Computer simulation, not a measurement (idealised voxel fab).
Documented hereafter: the process module known as voxel quadruple lines.
The width of the displayed cross-section, cut, is 230 nm; its cells are square, with a size of 5 nm.
If you're reading a cross-section in this doc, picture square cells in a grid; it comes to you as bands, top ones listed first down to the bottom, and a band can be one or more rows of cells. Look at the band entry: it leads with the top's height and the bottom's height in nm. Then it lists the materials left to right, with a width in nm for each. The word "all across" on a single material says that material fills the band edge to edge. The word "empty" is empty space. Convention: height 0 is the level below which the wafer, as received, is all one material. The lowest band does not terminate at the bottom but continues downward, represented as "top 0, no bottom". Note: "30->40" means the width goes from the first number (top row of the band) to the second number (bottom row) in equal steps per row of cells. A step reported as "left unchanged" is a step in which no cell of the cross-section changed. "Catalogued sealed voids" means: voids of 8 cells or more that are shut off from the top with no open way through. Written width x height at distance, distance from the left edge, in nm. Step line, after settings: the simulator's comment on this step. What "overlay nm" on a step's line means: if the step has a mask, that mask lay this far to the right of its planned place, or, when the value is negative, to the left.
Steps in the process plan
step 1: RECEIVE, material Si
step 2: CONFORMAL_DEP, material SiO2, thk nm 10
step 3: DIRECTIONAL_DEP, material Ru, thk nm 10
step 4: DIRECTIONAL_DEP, material polySi, thk nm 20
step 5: DIRECTIONAL_DEP, material aC, thk nm 20
step 6: PATTERN, tone cover, mask id MANDREL, material resist, width nm 35, pitch nm 100, thk nm 30, overlay nm 0
step 7: DIRECTIONAL_ETCH, etch materials aC, depth nm 20
step 8: STRIP, etch materials resist
step 9: CONFORMAL_DEP, material SiO2, thk nm 15
step 10: DIRECTIONAL_ETCH, etch materials SiO2, depth nm 15
step 11: STRIP, etch materials aC
step 12: DIRECTIONAL_ETCH, etch materials polySi, depth nm 20
step 13: STRIP, etch materials SiO2
step 14: CONFORMAL_DEP, material SiN, thk nm 10
step 15: DIRECTIONAL_ETCH, etch materials SiN, depth nm 10
step 16: STRIP, etch materials polySi
step 17: DIRECTIONAL_ETCH, etch materials Ru, depth nm 10
step 18: STRIP, etch materials SiN
As-received state of the wafer in cross-section, equivalent to post-step 1
> top 0, no bottom | Si all across
> Catalogued sealed voids: none
Looking at the first of two wafers in cross-section at end of module - ran to plan
> top 20, bottom 10 | empty (20), then Ru (10), then empty (15), then Ru (10), then empty (15), then Ru (10), then empty (15), then Ru (10), then empty (15), then Ru (10), then empty (15), then Ru (10), then empty (15), then Ru (10), then empty (15), then Ru (10), then empty (25)
> top 10, bottom 0 | SiO2 all across
> top 0, no bottom | Si all across
> Catalogued sealed voids: none
Second of two wafers, module complete, sectioned: it shares the first wafer's start and plan but was run with one mistake
> top 30, bottom 10 | polySi all across
> top 10, bottom 0 | SiO2 all across
> top 0, no bottom | Si all across
> Catalogued sealed voids: none
So what did we get wrong on this run? a sequencing error occurred in which plan steps 3 and 4 were transposed
Wrapping up, a cell-based count of both wafers puts the second over or under the first for these materials: -32 Ru | +184 polySi
